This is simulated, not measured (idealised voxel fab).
Presented below is a process module, voxel gate over fins.
Each square cell in cross-section cut measures 5 nm, and the section as a whole is 290 nm wide.
If you're reading a cross-section in this doc, picture square cells in a grid; it comes to you as bands, top ones listed first down to the bottom, and a band can be one or more rows of cells. Band: top and bottom heights (nm) first, top before bottom; then materials from left to right, widths in nm. "edge to edge" marks a sole material filling the band edge to edge. "blank" denotes empty space. Height datum 0, below which the as-received substrate wafer is one material. Lowest band open at the bottom, running downward: "0 nm and below". The width entry "30..40" should be interpreted row by row: the top row of cells in the band takes the first number, the bottom row takes the second number, and the change between adjacent rows is uniform throughout. Key: "no modifications" - step with no changed cell in the cross-section. "Closed void register" means: voids of 8 cells or more that are shut off from the top with no open way through. Written width x height at distance, distance from the left edge, in nm. On a step's line, text after the settings is the simulator commenting on that step. A step line may carry the setting "overlay nm", which, for steps involving a mask, states the distance by which the mask lay to the right of its intended position; negative values denote displacement to the left.

These are the steps we planned for the process
| 1 | RECEIVE, material Si |
| 2 | CONFORMAL_DEP, material SiN, thk nm 10 |
| 3 | PATTERN, tone cover, mask id FINS, material resist, width nm 15, pitch nm 35, thk nm 20, overlay nm 0 |
| 4 | DIRECTIONAL_ETCH, etch materials SiN, depth nm 10 |
| 5 | DIRECTIONAL_ETCH, etch materials Si, depth nm 35 |
| 6 | STRIP, etch materials resist |
| 7 | OXIDIZE, depth nm 5 |
| 8 | FILL_DEP, material SiO2, thk nm 10 |
| 9 | CMP, height nm 10 |
| 10 | SELECTIVE_ETCH, etch materials SiO2, depth nm 25 |
| 11 | STRIP, etch materials SiN |
| 12 | CONFORMAL_DEP, material HfO2, thk nm 5 |
| 13 | CONFORMAL_DEP, material TiN, thk nm 5 |
| 14 | FILL_DEP, material W, thk nm 10 |
| 15 | CMP, height nm 15 |
| 16 | CONFORMAL_DEP, material SiCN, thk nm 10 |

Of two wafers, the first: run according to plan

As-received wafer cross-section (after step 1)
    0 nm and below = Si edge to edge
    Closed void register: none

Step 2 done - wafer cross-section
    10 nm to 0 nm = SiN edge to edge
    Everything below 0 is unchanged.

Step 3 done - wafer cross-section
    30 nm to 10 nm = blank 120; resist 15; blank 20; resist 15; blank 120
    Everything below 10 is unchanged.

Step 4 done - wafer cross-section
    30 nm to 10 nm = blank 120; resist 15; blank 20; resist 15; blank 120
    10 nm to 0 nm = blank 120; SiN 15; blank 20; SiN 15; blank 120
    Everything below 0 is unchanged.

Step 5 done - wafer cross-section
    30 nm to 10 nm = blank 120; resist 15; blank 20; resist 15; blank 120
    10 nm to 0 nm = blank 120; SiN 15; blank 20; SiN 15; blank 120
    0 nm to -35 nm = blank 120; Si 15; blank 20; Si 15; blank 120
    Everything below -35 is unchanged.

Step 6 done - wafer cross-section
    10 nm to 0 nm = blank 120; SiN 15; blank 20; SiN 15; blank 120
    Everything below 0 is unchanged.

Step 7 done - wafer cross-section
    10 nm to 0 nm = blank 120; SiN 15; blank 20; SiN 15; blank 120
    0 nm to -35 nm = blank 120; SiO2 5; Si 5; SiO2 5; blank 20; SiO2 5; Si 5; SiO2 5; blank 120
    -35 nm to -40 nm = SiO2 125; Si 5; SiO2 30; Si 5; SiO2 125
    Everything below -40 is unchanged.

Step 8 done - wafer cross-section
    20 nm to 10 nm = SiO2 edge to edge
    10 nm to 0 nm = SiO2 120; SiN 15; SiO2 20; SiN 15; SiO2 120
    0 nm to -40 nm = SiO2 125; Si 5; SiO2 30; Si 5; SiO2 125
    Everything below -40 is unchanged.

Step 9 done - wafer cross-section
    10 nm to 0 nm = SiO2 120; SiN 15; SiO2 20; SiN 15; SiO2 120
    Everything below 0 is unchanged.

Step 10 done - wafer cross-section
    10 nm to 0 nm = blank 120; SiN 15; blank 20; SiN 15; blank 120
    0 nm to -15 nm = blank 125; Si 5; blank 30; Si 5; blank 125
    Everything below -15 is unchanged.

Step 11 done - wafer cross-section
    0 nm to -15 nm = blank 125; Si 5; blank 30; Si 5; blank 125
    Everything below -15 is unchanged.

Step 12 done - wafer cross-section
    5 nm to 0 nm = blank 120; HfO2 15; blank 20; HfO2 15; blank 120
    0 nm to -10 nm = blank 120; HfO2 5; Si 5; HfO2 5; blank 20; HfO2 5; Si 5; HfO2 5; blank 120
    -10 nm to -15 nm = HfO2 125; Si 5; HfO2 30; Si 5; HfO2 125
    Everything below -15 is unchanged.

Step 13 done - wafer cross-section
    10 nm to 5 nm = blank 115; TiN 25; blank 10; TiN 25; blank 115
    5 nm to 0 nm = blank 115; TiN 5; HfO2 15; TiN 5; blank 10; TiN 5; HfO2 15; TiN 5; blank 115
    0 nm to -5 nm = blank 115; TiN 5; HfO2 5; Si 5; HfO2 5; TiN 5; blank 10; TiN 5; HfO2 5; Si 5; HfO2 5; TiN 5; blank 115
    -5 nm to -10 nm = TiN 120; HfO2 5; Si 5; HfO2 5; TiN 20; HfO2 5; Si 5; HfO2 5; TiN 120
    Everything below -10 is unchanged.

Step 14 done - wafer cross-section
    20 nm to 10 nm = W edge to edge
    10 nm to 5 nm = W 115; TiN 25; W 10; TiN 25; W 115
    5 nm to 0 nm = W 115; TiN 5; HfO2 15; TiN 5; W 10; TiN 5; HfO2 15; TiN 5; W 115
    0 nm to -5 nm = W 115; TiN 5; HfO2 5; Si 5; HfO2 5; TiN 5; W 10; TiN 5; HfO2 5; Si 5; HfO2 5; TiN 5; W 115
    Everything below -5 is unchanged.

Step 15 done - wafer cross-section
    15 nm to 10 nm = W edge to edge
    Everything below 10 is unchanged.

Step 16 done - wafer cross-section
    25 nm to 15 nm = SiCN edge to edge
    Everything below 15 is unchanged.

Second wafer, same starting conditions and recipe as the first, one mistake in executing it, nothing differs from the first up to and including step 4

What the second wafer looks like in cross-section when step 5 should have wrapped up
    30 nm to 10 nm = blank 120; resist 15; blank 20; resist 15; blank 120
    10 nm to 0 nm = blank 120; SiN 15; blank 20; SiN 15; blank 120
    0 nm to -70 nm = blank 120; Si 15; blank 20; Si 15; blank 120
    Everything below -70 is unchanged.

What the second wafer looks like in cross-section when step 6 should have wrapped up
    10 nm to 0 nm = blank 120; SiN 15; blank 20; SiN 15; blank 120
    Everything below 0 is unchanged.

What the second wafer looks like in cross-section when step 7 should have wrapped up
    10 nm to 0 nm = blank 120; SiN 15; blank 20; SiN 15; blank 120
    0 nm to -70 nm = blank 120; SiO2 5; Si 5; SiO2 5; blank 20; SiO2 5; Si 5; SiO2 5; blank 120
    -70 nm to -75 nm = SiO2 125; Si 5; SiO2 30; Si 5; SiO2 125
    Everything below -75 is unchanged.

What the second wafer looks like in cross-section when step 8 should have wrapped up
    20 nm to 10 nm = SiO2 edge to edge
    10 nm to 0 nm = SiO2 120; SiN 15; SiO2 20; SiN 15; SiO2 120
    0 nm to -75 nm = SiO2 125; Si 5; SiO2 30; Si 5; SiO2 125
    Everything below -75 is unchanged.

What the second wafer looks like in cross-section when step 9 should have wrapped up
    10 nm to 0 nm = SiO2 120; SiN 15; SiO2 20; SiN 15; SiO2 120
    Everything below 0 is unchanged.

What the second wafer looks like in cross-section when step 10 should have wrapped up
    10 nm to 0 nm = blank 120; SiN 15; blank 20; SiN 15; blank 120
    0 nm to -15 nm = blank 125; Si 5; blank 30; Si 5; blank 125
    Everything below -15 is unchanged.

What the second wafer looks like in cross-section when step 11 should have wrapped up
    0 nm to -15 nm = blank 125; Si 5; blank 30; Si 5; blank 125
    Everything below -15 is unchanged.

What the second wafer looks like in cross-section when step 12 should have wrapped up
    5 nm to 0 nm = blank 120; HfO2 15; blank 20; HfO2 15; blank 120
    0 nm to -10 nm = blank 120; HfO2 5; Si 5; HfO2 5; blank 20; HfO2 5; Si 5; HfO2 5; blank 120
    -10 nm to -15 nm = HfO2 125; Si 5; HfO2 30; Si 5; HfO2 125
    Everything below -15 is unchanged.

What the second wafer looks like in cross-section when step 13 should have wrapped up
    10 nm to 5 nm = blank 115; TiN 25; blank 10; TiN 25; blank 115
    5 nm to 0 nm = blank 115; TiN 5; HfO2 15; TiN 5; blank 10; TiN 5; HfO2 15; TiN 5; blank 115
    0 nm to -5 nm = blank 115; TiN 5; HfO2 5; Si 5; HfO2 5; TiN 5; blank 10; TiN 5; HfO2 5; Si 5; HfO2 5; TiN 5; blank 115
    -5 nm to -10 nm = TiN 120; HfO2 5; Si 5; HfO2 5; TiN 20; HfO2 5; Si 5; HfO2 5; TiN 120
    Everything below -10 is unchanged.

What the second wafer looks like in cross-section when step 14 should have wrapped up
    20 nm to 10 nm = W edge to edge
    10 nm to 5 nm = W 115; TiN 25; W 10; TiN 25; W 115
    5 nm to 0 nm = W 115; TiN 5; HfO2 15; TiN 5; W 10; TiN 5; HfO2 15; TiN 5; W 115
    0 nm to -5 nm = W 115; TiN 5; HfO2 5; Si 5; HfO2 5; TiN 5; W 10; TiN 5; HfO2 5; Si 5; HfO2 5; TiN 5; W 115
    Everything below -5 is unchanged.

What the second wafer looks like in cross-section when step 15 should have wrapped up
    15 nm to 10 nm = W edge to edge
    Everything below 10 is unchanged.

What the second wafer looks like in cross-section when step 16 should have wrapped up
    25 nm to 15 nm = SiCN edge to edge
    Everything below 15 is unchanged.
Here's what went sideways: step 5 of the plan was carried out twice
Wrapping up, a cell-based count of both wafers puts the second over or under the first for these materials: -392 Si, +392 SiO2
